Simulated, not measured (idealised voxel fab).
process module | voxel spacer lines
cross-section cut | 195 nm wide | cells 5 nm
A cross-section is a grid of square cells, given in bands from the top down. A band is one or more rows of cells.
Each band's line starts with the height of the band's top and of its bottom, in nm. Then come its materials from left to right, each with its width in nm. One material with "throughout" fills the band from edge to edge. "air" is empty space.
Height 0 is the level under which the wafer as received is all one material. The lowest band goes on downwards, as in "0 down".
A width such as "30 to 40" changes by the same amount from each row of cells to the next, from the band's top row to its bottom row.
"no change" after a step means that no cell of the cross-section changed.
closed voids: empty space of 8 cells or more with no open way to the top, each as width x height at its distance from the left edge, in nm
after a step's settings: what the simulator itself notes on the step
overlay nm, on a step with a mask: how far to the right of its planned place the mask lay; to the left if negative
plan
1 op RECEIVE | material Si
2 op CONFORMAL_DEP | material SiO2 | thk nm 10
3 op DIRECTIONAL_DEP | material TiN | thk nm 15
4 op DIRECTIONAL_DEP | material aC | thk nm 30
5 op PATTERN | tone cover | mask id MANDREL | material resist | width nm 20 | pitch nm 70 | thk nm 35 | overlay nm 0
6 op DIRECTIONAL_ETCH | etch materials aC | depth nm 30
7 op STRIP | etch materials resist
8 op CONFORMAL_DEP | material SiN | thk nm 15
9 op DIRECTIONAL_ETCH | etch materials SiN | depth nm 15
10 op STRIP | etch materials aC
11 op DIRECTIONAL_ETCH | etch materials TiN | depth nm 15
12 op STRIP | etch materials SiN
as received, after step 1
  0 down: Si throughout
  closed voids: none
a wafer at the end: this start, this plan, one mistake
  25 to 10: air 5 | TiN 15 | air 15 | TiN 15 | air 25 | TiN 15 | air 15 | TiN 15 | air 25 | TiN 15 | air 15 | TiN 15 | air 5
  10 to 0: SiO2 throughout
  0 down: Si throughout
  closed voids: none
what went wrong: step 5 ran as: op PATTERN | tone cover | mask id MANDREL | material resist | width nm 15 | pitch nm 70 | thk nm 35 | overlay nm 0
